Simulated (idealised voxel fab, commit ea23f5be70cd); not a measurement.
process module | voxel capacitor over wiring
cross-section cut | 240 nm wide | cells 5 nm
A cross-section is a grid of square cells, given in bands from the top down. A band is one or more rows of cells.
Each band's line starts with the height of the band's top and of its bottom, in nm. Then come its materials from left to right, each with its width in nm. One material with "throughout" fills the band from edge to edge. "air" is empty space.
Height 0 is the level under which the wafer as received is all one material. The lowest band goes on downwards, as in "0 down".
A width such as "30 to 40" changes by the same amount from each row of cells to the next, from the band's top row to its bottom row.
"no change" after a step means that no cell of the cross-section changed.
closed voids: empty space of 8 cells or more with no open way to the top, each as width x height at its distance from the left edge, in nm
after a step's settings: what the simulator itself notes on the step
overlay nm, on a step with a mask: how far to the right of its planned place the mask lay; to the left if negative
plan
1 op RECEIVE | material Si
2 op CONFORMAL_DEP | material SiO2 | thk nm 10
3 op CONFORMAL_DEP | material SiCN | thk nm 5
4 op DIRECTIONAL_DEP | material lowk | thk nm 15
5 op MASKED_ETCH | tone open | mask id METAL_1 | width nm 20 | pitch nm 85 | etch materials lowk | depth nm 15 | overlay nm 0
6 op MASKED_ETCH | tone open | mask id METAL_1 | width nm 20 | pitch nm 85 | etch materials SiCN | depth nm 5 | overlay nm 0
7 op CONFORMAL_DEP | material TiN | thk nm 5
8 op FILL_DEP | material Cu | thk nm 10
9 op CMP | height nm 30
10 op EPI | material Ru | thk nm 5
11 op FILL_DEP | material SiCN | thk nm 5
12 op DIRECTIONAL_DEP | material SiO2 | thk nm 10
13 op MASKED_ETCH | tone open | mask id PLUG_1 | width nm 15 | etch materials SiO2 | depth nm 10 | overlay nm 0
14 op MASKED_ETCH | tone open | mask id PLUG_1 | width nm 15 | etch materials SiCN | depth nm 5 | overlay nm 0
15 op CONFORMAL_DEP | material TiN | thk nm 5
16 op FILL_DEP | material Ru | thk nm 10
17 op CMP | height nm 50
18 op DIRECTIONAL_DEP | material TiN | thk nm 5
19 op DIRECTIONAL_DEP | material Al2O3 | thk nm 5
20 op DIRECTIONAL_DEP | material TiN | thk nm 5
21 op PATTERN | tone cover | mask id UPPER_PLATE | material resist | width nm 70 | thk nm 20 | overlay nm 0
22 op DIRECTIONAL_ETCH | etch materials TiN | depth nm 5
23 op DIRECTIONAL_ETCH | etch materials Al2O3 | depth nm 5
24 op STRIP | etch materials resist
25 op MASKED_ETCH | tone cover | mask id LOWER_PLATE | width nm 80 | etch materials TiN | depth nm 5 | overlay nm 0
26 op FILL_DEP | material SiO2 | thk nm 20
27 op CMP | height nm 80
28 op PATTERN | tone open | mask id PLUG_2 | material resist | width nm 15 | thk nm 20 | overlay nm 0
29 op DIRECTIONAL_ETCH | etch materials SiO2 | depth nm 15
30 op STRIP | etch materials resist
31 op CONFORMAL_DEP | material TiN | thk nm 5
32 op FILL_DEP | material Ru | thk nm 5
33 op CMP | height nm 80
34 op CONFORMAL_DEP | material SiN | thk nm 5
first wafer, as planned
as received, after step 1
  0 down: Si throughout
  closed voids: none
after step 2
  10 to 0: SiO2 throughout
  below 0: unchanged
after step 3
  15 to 10: SiCN throughout
  below 10: unchanged
after step 4
  30 to 15: lowk throughout
  below 15: unchanged
after step 5
  30 to 15: lowk 65 | air 20 | lowk 65 | air 20 | lowk 70
  below 15: unchanged
after step 6
  30 to 15: lowk 65 | air 20 | lowk 65 | air 20 | lowk 70
  15 to 10: SiCN 65 | air 20 | SiCN 65 | air 20 | SiCN 70
  below 10: unchanged
after step 7
  35 to 30: TiN 70 | air 10 | TiN 75 | air 10 | TiN 75
  30 to 15: lowk 65 | TiN 5 | air 10 | TiN 5 | lowk 65 | TiN 5 | air 10 | TiN 5 | lowk 70
  15 to 10: SiCN 65 | TiN 20 | SiCN 65 | TiN 20 | SiCN 70
  below 10: unchanged
after step 8
  45 to 35: Cu throughout
  35 to 30: TiN 70 | Cu 10 | TiN 75 | Cu 10 | TiN 75
  30 to 15: lowk 65 | TiN 5 | Cu 10 | TiN 5 | lowk 65 | TiN 5 | Cu 10 | TiN 5 | lowk 70
  below 15: unchanged
after step 9
  30 to 15: lowk 65 | TiN 5 | Cu 10 | TiN 5 | lowk 65 | TiN 5 | Cu 10 | TiN 5 | lowk 70
  below 15: unchanged
after step 10
  35 to 30: air 60 | Ru 30 | air 55 | Ru 30 | air 65
  below 30: unchanged
after step 11
  40 to 35: SiCN throughout
  35 to 30: SiCN 60 | Ru 30 | SiCN 55 | Ru 30 | SiCN 65
  below 30: unchanged
after step 12
  50 to 40: SiO2 throughout
  below 40: unchanged
after step 13
  50 to 40: SiO2 70 | air 15 | SiO2 155
  below 40: unchanged
after step 14
  50 to 40: SiO2 70 | air 15 | SiO2 155
  40 to 35: SiCN 70 | air 15 | SiCN 155
  below 35: unchanged
after step 15
  55 to 50: TiN 75 | air 5 | TiN 160
  50 to 40: SiO2 70 | TiN 5 | air 5 | TiN 5 | SiO2 155
  40 to 35: SiCN 70 | TiN 15 | SiCN 155
  below 35: unchanged
after step 16
  65 to 55: Ru throughout
  55 to 50: TiN 75 | Ru 5 | TiN 160
  50 to 40: SiO2 70 | TiN 5 | Ru 5 | TiN 5 | SiO2 155
  below 40: unchanged
after step 17
  50 to 40: SiO2 70 | TiN 5 | Ru 5 | TiN 5 | SiO2 155
  below 40: unchanged
after step 18
  55 to 50: TiN throughout
  below 50: unchanged
after step 19
  60 to 55: Al2O3 throughout
  below 55: unchanged
after step 20
  65 to 60: TiN throughout
  below 60: unchanged
after step 21
  85 to 65: air 70 | resist 70 | air 100
  below 65: unchanged
after step 22
  85 to 65: air 70 | resist 70 | air 100
  65 to 60: air 70 | TiN 70 | air 100
  below 60: unchanged
after step 23
  85 to 65: air 70 | resist 70 | air 100
  65 to 60: air 70 | TiN 70 | air 100
  60 to 55: air 70 | Al2O3 70 | air 100
  below 55: unchanged
after step 24
  65 to 60: air 70 | TiN 70 | air 100
  below 60: unchanged
after step 25
  65 to 60: air 70 | TiN 70 | air 100
  60 to 55: air 70 | Al2O3 70 | air 100
  55 to 50: air 65 | TiN 80 | air 95
  below 50: unchanged
after step 26
  85 to 65: SiO2 throughout
  65 to 60: SiO2 70 | TiN 70 | SiO2 100
  60 to 55: SiO2 70 | Al2O3 70 | SiO2 100
  55 to 50: SiO2 65 | TiN 80 | SiO2 95
  below 50: unchanged
after step 27
  80 to 65: SiO2 throughout
  below 65: unchanged
after step 28
  100 to 80: resist 80 | air 15 | resist 145
  below 80: unchanged
after step 29
  100 to 80: resist 80 | air 15 | resist 145
  80 to 65: SiO2 80 | air 15 | SiO2 145
  below 65: unchanged
after step 30
  80 to 65: SiO2 80 | air 15 | SiO2 145
  below 65: unchanged
after step 31
  85 to 80: TiN 85 | air 5 | TiN 150
  80 to 70: SiO2 80 | TiN 5 | air 5 | TiN 5 | SiO2 145
  70 to 60: SiO2 80 to 70 | TiN 15 to 70 | SiO2 145 to 100
  below 60: unchanged
after step 32
  90 to 85: Ru throughout
  85 to 80: TiN 85 | Ru 5 | TiN 150
  80 to 70: SiO2 80 | TiN 5 | Ru 5 | TiN 5 | SiO2 145
  below 70: unchanged
after step 33
  80 to 70: SiO2 80 | TiN 5 | Ru 5 | TiN 5 | SiO2 145
  below 70: unchanged
after step 34
  85 to 80: SiN throughout
  below 80: unchanged
second wafer: like start, like plan, one mistake. Through step 10 it matches the first wafer
when step 11 should have ended: no change
when step 12 should have ended
  45 to 40: air 60 | SiO2 30 | air 55 | SiO2 30 | air 65
  40 to 35: SiO2 throughout
  35 to 30: SiO2 60 | Ru 30 | SiO2 55 | Ru 30 | SiO2 65
  below 30: unchanged
when step 13 should have ended
  45 to 40: air 60 | SiO2 10 | air 15 | SiO2 5 | air 55 | SiO2 30 | air 65
  40 to 35: SiO2 70 | air 15 | SiO2 155
  below 35: unchanged
when step 14 should have ended: no change
when step 15 should have ended
  50 to 45: air 55 | TiN 20 | air 5 | TiN 15 | air 45 | TiN 40 | air 60
  45 to 40: TiN 60 | SiO2 10 | TiN 5 | air 5 | TiN 5 | SiO2 5 | TiN 55 | SiO2 30 | TiN 65
  40 to 35: SiO2 70 | TiN 15 | SiO2 155
  below 35: unchanged
when step 16 should have ended
  60 to 50: Ru throughout
  50 to 45: Ru 55 | TiN 20 | Ru 5 | TiN 15 | Ru 45 | TiN 40 | Ru 60
  45 to 40: TiN 60 | SiO2 10 | TiN 5 | Ru 5 | TiN 5 | SiO2 5 | TiN 55 | SiO2 30 | TiN 65
  below 40: unchanged
when step 17 should have ended
  50 to 45: Ru 55 | TiN 20 | Ru 5 | TiN 15 | Ru 45 | TiN 40 | Ru 60
  below 45: unchanged
when step 18 should have ended
  55 to 50: TiN throughout
  below 50: unchanged
when step 19 should have ended
  60 to 55: Al2O3 throughout
  below 55: unchanged
when step 20 should have ended
  65 to 60: TiN throughout
  below 60: unchanged
when step 21 should have ended
  85 to 65: air 70 | resist 70 | air 100
  below 65: unchanged
when step 22 should have ended
  85 to 65: air 70 | resist 70 | air 100
  65 to 60: air 70 | TiN 70 | air 100
  below 60: unchanged
when step 23 should have ended
  85 to 65: air 70 | resist 70 | air 100
  65 to 60: air 70 | TiN 70 | air 100
  60 to 55: air 70 | Al2O3 70 | air 100
  below 55: unchanged
when step 24 should have ended
  65 to 60: air 70 | TiN 70 | air 100
  below 60: unchanged
when step 25 should have ended
  65 to 60: air 70 | TiN 70 | air 100
  60 to 55: air 70 | Al2O3 70 | air 100
  55 to 50: air 65 | TiN 80 | air 95
  below 50: unchanged
when step 26 should have ended
  85 to 65: SiO2 throughout
  65 to 60: SiO2 70 | TiN 70 | SiO2 100
  60 to 55: SiO2 70 | Al2O3 70 | SiO2 100
  55 to 50: SiO2 65 | TiN 80 | SiO2 95
  below 50: unchanged
when step 27 should have ended
  80 to 65: SiO2 throughout
  below 65: unchanged
when step 28 should have ended
  100 to 80: resist 80 | air 15 | resist 145
  below 80: unchanged
when step 29 should have ended
  100 to 80: resist 80 | air 15 | resist 145
  80 to 65: SiO2 80 | air 15 | SiO2 145
  below 65: unchanged
when step 30 should have ended
  80 to 65: SiO2 80 | air 15 | SiO2 145
  below 65: unchanged
when step 31 should have ended
  85 to 80: TiN 85 | air 5 | TiN 150
  80 to 70: SiO2 80 | TiN 5 | air 5 | TiN 5 | SiO2 145
  70 to 60: SiO2 80 to 70 | TiN 15 to 70 | SiO2 145 to 100
  below 60: unchanged
when step 32 should have ended
  90 to 85: Ru throughout
  85 to 80: TiN 85 | Ru 5 | TiN 150
  80 to 70: SiO2 80 | TiN 5 | Ru 5 | TiN 5 | SiO2 145
  below 70: unchanged
when step 33 should have ended
  80 to 70: SiO2 80 | TiN 5 | Ru 5 | TiN 5 | SiO2 145
  below 70: unchanged
when step 34 should have ended
  85 to 80: SiN throughout
  below 80: unchanged
what went wrong: step 11 was left out
at the end the second wafer has, in cells: 32 more of Ru | 81 fewer of SiCN | 49 more of TiN
